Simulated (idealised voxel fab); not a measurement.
Name of the process module below: voxel self aligned vias
Shown is cross-section cut, with a width of 290 nm and square cells of size 5 nm.
Notation: cross-section as square-cell grid; stated in bands, top first, going down; one or more cell rows per band. Per band: top height and bottom height in nm, followed by the left-to-right materials and their widths in nm; "full width" marks a single material spanning edge to edge, "blank" marks empty space. Convention: height 0 is the level below which the wafer, as received, is all one material. The lowest band does not terminate at the bottom but continues downward, represented as "0 -> down". A width such as "30 to 40" changes by the same amount from each row of cells to the next, from the band's top row to its bottom row. You'll sometimes find "remained unchanged" written for a step, and that's the way of saying that nowhere in the cross-section did a cell change during that step. Closed empty spaces (no open way to the top) of 8 cells or more are what "Sealed void inventory" lists, each as width x height at distance from the left edge, nm for all three. On each step's line, the part that comes after the settings is the simulator's own comment on the step. The setting "overlay nm" may be written on the line of a step. When the step uses a mask, the value reports how far to the right of the planned place the mask lay, and a negative value reports that it lay to the left.
Process steps - plan
step 1: RECEIVE | material Si
step 2: CONFORMAL_DEP | material SiO2 | thk nm 15
step 3: CONFORMAL_DEP | material SiCN | thk nm 5
step 4: DIRECTIONAL_DEP | material SiO2 | thk nm 20
step 5: PATTERN | tone open | mask id LINES | material resist | width nm 30 | pitch nm 70 | thk nm 15 | overlay nm 0
step 6: DIRECTIONAL_ETCH | etch materials SiO2 | depth nm 20
step 7: STRIP | etch materials resist
step 8: CONFORMAL_DEP | material TiN | thk nm 5
step 9: FILL_DEP | material W | thk nm 5
step 10: CMP | height nm 40
step 11: SELECTIVE_ETCH | etch materials W Ru TiN | depth nm 5
step 12: FILL_DEP | material SiN | thk nm 5
step 13: CMP | height nm 40
step 14: DIRECTIONAL_DEP | material SiO2 | thk nm 20
step 15: MASKED_ETCH | tone open | mask id VIAS | width nm 40 | pitch nm 70 | etch materials SiO2 | depth nm 20 | overlay nm 0
step 16: MASKED_ETCH | tone open | mask id VIAS | width nm 40 | pitch nm 70 | etch materials SiN | depth nm 5 | overlay nm 0
step 17: CONFORMAL_DEP | material TiN | thk nm 5
step 18: FILL_DEP | material Cu | thk nm 5
step 19: CMP | height nm 60
step 20: CONFORMAL_DEP | material SiN | thk nm 5
Received-state cross-section, reflecting completion of step 1
0 -> down | Si full width
Sealed void inventory: none
Cross-section, first of two wafers, end of module, run as planned
65 -> 60 | SiN full width
60 -> 45 | SiO2 (55) / TiN (5) / Cu (30) / TiN (5) / SiO2 (30) / TiN (5) / Cu (30) / TiN (5) / SiO2 (30) / TiN (5) / Cu (30) / TiN (5) / SiO2 (55)
45 -> 40 | SiO2 (55) / TiN (10) / Cu (20) / TiN (10) / SiO2 (30) / TiN (10) / Cu (20) / TiN (10) / SiO2 (30) / TiN (10) / Cu (20) / TiN (10) / SiO2 (55)
40 -> 35 | SiO2 (60) / TiN (30) / SiO2 (40) / TiN (30) / SiO2 (40) / TiN (30) / SiO2 (60)
35 -> 25 | SiO2 (60) / TiN (5) / W (20) / TiN (5) / SiO2 (40) / TiN (5) / W (20) / TiN (5) / SiO2 (40) / TiN (5) / W (20) / TiN (5) / SiO2 (60)
25 -> 20 | SiO2 (60) / TiN (30) / SiO2 (40) / TiN (30) / SiO2 (40) / TiN (30) / SiO2 (60)
20 -> 15 | SiCN full width
15 -> 0 | SiO2 full width
0 -> down | Si full width
Sealed void inventory: none
Cross-section, second wafer: same start as the first, same plan as the first, one mistake in running it; taken at the end of the module
65 -> 60 | SiN full width
60 -> 45 | SiO2 (55) / TiN (5) / Cu (30) / TiN (5) / SiO2 (30) / TiN (5) / Cu (30) / TiN (5) / SiO2 (30) / TiN (5) / Cu (30) / TiN (5) / SiO2 (55)
45 -> 40 | SiO2 (55) / TiN (40) / SiO2 (30) / TiN (40) / SiO2 (30) / TiN (40) / SiO2 (55)
40 -> 35 | SiN (55) / TiN (5) / SiO2 (30) / TiN (5) / SiN (30) / TiN (5) / SiO2 (30) / TiN (5) / SiN (30) / TiN (5) / SiO2 (30) / TiN (5) / SiN (55)
35 -> 25 | W (55) / TiN (5) / SiO2 (30) / TiN (5) / W (30) / TiN (5) / SiO2 (30) / TiN (5) / W (30) / TiN (5) / SiO2 (30) / TiN (5) / W (55)
25 -> 20 | TiN (60) / SiO2 (30) / TiN (40) / SiO2 (30) / TiN (40) / SiO2 (30) / TiN (60)
20 -> 15 | SiCN full width
15 -> 0 | SiO2 full width
0 -> down | Si full width
Sealed void inventory: none
Against the plan, the run slipped here: the process deviated at step 5: the operation and settings actually run there were PATTERN | tone cover | mask id LINES | material resist | width nm 30 | pitch nm 70 | thk nm 15 | overlay nm 0
Upon completion, the second wafer contains, in terms of cells, a greater or smaller amount of certain materials than the first wafer: Cu -12; SiN +34; SiO2 -88; TiN +22; W +44
